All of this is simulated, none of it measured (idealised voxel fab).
Process module in this document: voxel air gaps
The cross-section on display is named cut; it measures 265 nm wide, and its cells are 5 nm squares.
Cross-section spec: square-cell grid; bands listed top down; each band is one or more rows.
Quick guide to a band line: top height, bottom height (nm) up front; then every material left to right with its width in nm. Only one material and it's marked "all across"? Then it fills the band edge to edge. And "blank" just means empty space.
Measure heights from 0. That's the level where, below it, the as-received wafer is all one material. The lowest band is bottomless and extends downward; write it as in "0 nm and below".
The width entry "30..40" should be interpreted row by row: the top row of cells in the band takes the first number, the bottom row takes the second number, and the change between adjacent rows is uniform throughout.
Key: "no modifications" - step with no changed cell in the cross-section.
Heads up: "Closed cavity list" only lists the empty pockets with no open path to the top that are 8 cells or more, and it writes them as width x height at distance, distance from the left edge, in nm.
That trailing text on a step's line, after the settings, is the simulator's own remark on the step.
overlay nm, on a step with a mask: how far to the right of its planned place the mask lay; to the left if negative
# The planned process steps are enumerated hereunder
- 1: RECEIVE | material Si
- 2: CONFORMAL_DEP | material SiO2 | thk nm 15
- 3: CONFORMAL_DEP | material SiN | thk nm 5
- 4: DIRECTIONAL_DEP | material SiO2 | thk nm 40
- 5: DIRECTIONAL_DEP | material aC | thk nm 15
- 6: PATTERN | tone open | mask id LINES | material resist | width nm 25 | pitch nm 55 | thk nm 35 | overlay nm 0
- 7: DIRECTIONAL_ETCH | etch materials aC | depth nm 15
- 8: STRIP | etch materials resist
- 9: DIRECTIONAL_ETCH | etch materials SiO2 | depth nm 40
- 10: STRIP | etch materials aC
- 11: CONFORMAL_DEP | material TiN | thk nm 5
- 12: FILL_DEP | material W | thk nm 10
- 13: CMP | height nm 60
- 14: EPI | material Ru | thk nm 10
- 15: SELECTIVE_ETCH | etch materials SiO2 | depth nm 50
- 16: CONFORMAL_DEP | material SiCN | thk nm 5
# Cross-section: wafer on arrival = after step 1
	0 nm and below: Si all across
	Closed cavity list: none
# The module was run from the start shown above using the plan shown above, but one mistake was made doing it; the resulting wafer cross-section is below
	75 nm to 70 nm: blank: 30  SiCN: 220  blank: 15
	70 nm to 60 nm: blank: 30  SiCN: 5  Ru: 45  SiCN: 10  Ru: 45  SiCN: 10  Ru: 45  SiCN: 10  Ru: 45  SiCN: 5  blank: 15
	60 nm to 55 nm: blank: 30  SiCN: 15  TiN: 5  W: 15  TiN: 5  SiCN: 30  TiN: 5  W: 15  TiN: 5  SiCN: 30  TiN: 5  W: 15  TiN: 5  SiCN: 30  TiN: 5  W: 15  TiN: 5  SiCN: 15  blank: 15
	55 nm to 25 nm: blank: 40  SiCN: 5  TiN: 5  W: 15  TiN: 5  SiCN: 5  blank: 20  SiCN: 5  TiN: 5  W: 15  TiN: 5  SiCN: 5  blank: 20  SiCN: 5  TiN: 5  W: 15  TiN: 5  SiCN: 5  blank: 20  SiCN: 5  TiN: 5  W: 15  TiN: 5  SiCN: 5  blank: 25
	25 nm to 20 nm: SiCN: 45  TiN: 25  SiCN: 30  TiN: 25  SiCN: 30  TiN: 25  SiCN: 30  TiN: 25  SiCN: 30
	20 nm to 15 nm: SiN all across
	15 nm to 0 nm: SiO2 all across
	0 nm and below: Si all across
	Closed cavity list: 20 x 30 at 75; 20 x 30 at 130; 20 x 30 at 185
What broke from the plan during processing? step 6, actual vs plan mismatch, actual run PATTERN | tone open | mask id LINES | material resist | width nm 25 | pitch nm 55 | thk nm 35 | overlay nm 10
